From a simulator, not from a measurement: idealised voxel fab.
The following is a process module called voxel self aligned vias.
Section shown: cut. Width: 155 nm. Cell size: 5 nm, square.
Cross-section layout: square cells on a grid; listed as bands, top to bottom; a band spans one or more cell rows. Per band: top height and bottom height in nm, followed by the left-to-right materials and their widths in nm; "everywhere" marks a single material spanning edge to edge, "empty" marks empty space. Heads up on the height convention: 0 is the point under which the incoming wafer is all one material, and the lowest band has no bottom, it just keeps going down, like "0 and below". A width given as "30 to 40" starts at the first number in the band's top row and ends at the second number in its bottom row, shifting by an equal amount at every step from row to row. Take "remained unchanged" at face value: in the step it is given for, the cross-section changed in none of its cells. Each empty space that has no open way to the top and spans at least 8 cells appears under "Closed void inventory" as width x height at distance, the distance counted from the left edge, all in nm. Whatever follows a step's settings on its line is a remark the simulator itself makes about that step. The optional step-line setting "overlay nm" applies to steps with a mask and quantifies how far to the right of its planned location the mask lay, a negative value indicating leftward placement.

[plan]
- 1: RECEIVE: material Si
- 2: CONFORMAL_DEP: material SiO2, thk nm 10
- 3: CONFORMAL_DEP: material SiCN, thk nm 5
- 4: DIRECTIONAL_DEP: material lowk, thk nm 25
- 5: MASKED_ETCH: tone open, mask id LINES, width nm 20, pitch nm 45, etch materials lowk, depth nm 25, overlay nm 0
- 6: CONFORMAL_DEP: material TiN, thk nm 5
- 7: FILL_DEP: material W, thk nm 5
- 8: CMP: height nm 40
- 9: SELECTIVE_ETCH: etch materials W Ru TiN, depth nm 5
- 10: FILL_DEP: material SiN, thk nm 10
- 11: CMP: height nm 40
- 12: DIRECTIONAL_DEP: material lowk, thk nm 20
- 13: PATTERN: tone open, mask id VIAS, material resist, width nm 30, pitch nm 45, thk nm 15, overlay nm 0
- 14: DIRECTIONAL_ETCH: etch materials lowk, depth nm 20
- 15: DIRECTIONAL_ETCH: etch materials SiN, depth nm 5
- 16: STRIP: etch materials resist
- 17: CONFORMAL_DEP: material TiN, thk nm 5
- 18: FILL_DEP: material W, thk nm 10
- 19: CMP: height nm 60
- 20: CONFORMAL_DEP: material SiN, thk nm 5

[As received (post step 1): cross-section]
* 0 and below = Si everywhere
* Closed void inventory: none

[End state of the module in cross-section, given the above starting point and plan and one mistake in execution]
* 65 down to 60 = SiN everywhere
* 60 down to 45 = lowk 15, then TiN 5, then W 20, then TiN 5, then lowk 15, then TiN 5, then W 20, then TiN 5, then lowk 15, then TiN 5, then W 20, then TiN 5, then lowk 20
* 45 down to 40 = lowk 15, then TiN 30, then lowk 15, then TiN 30, then lowk 15, then TiN 30, then lowk 20
* 40 down to 35 = SiCN everywhere
* 35 down to 10 = lowk everywhere
* 10 down to 0 = SiO2 everywhere
* 0 and below = Si everywhere
* Closed void inventory: none
Which mistake was made when the wafer was run? deviation from plan: step 4 and step 3 executed in one another's positions
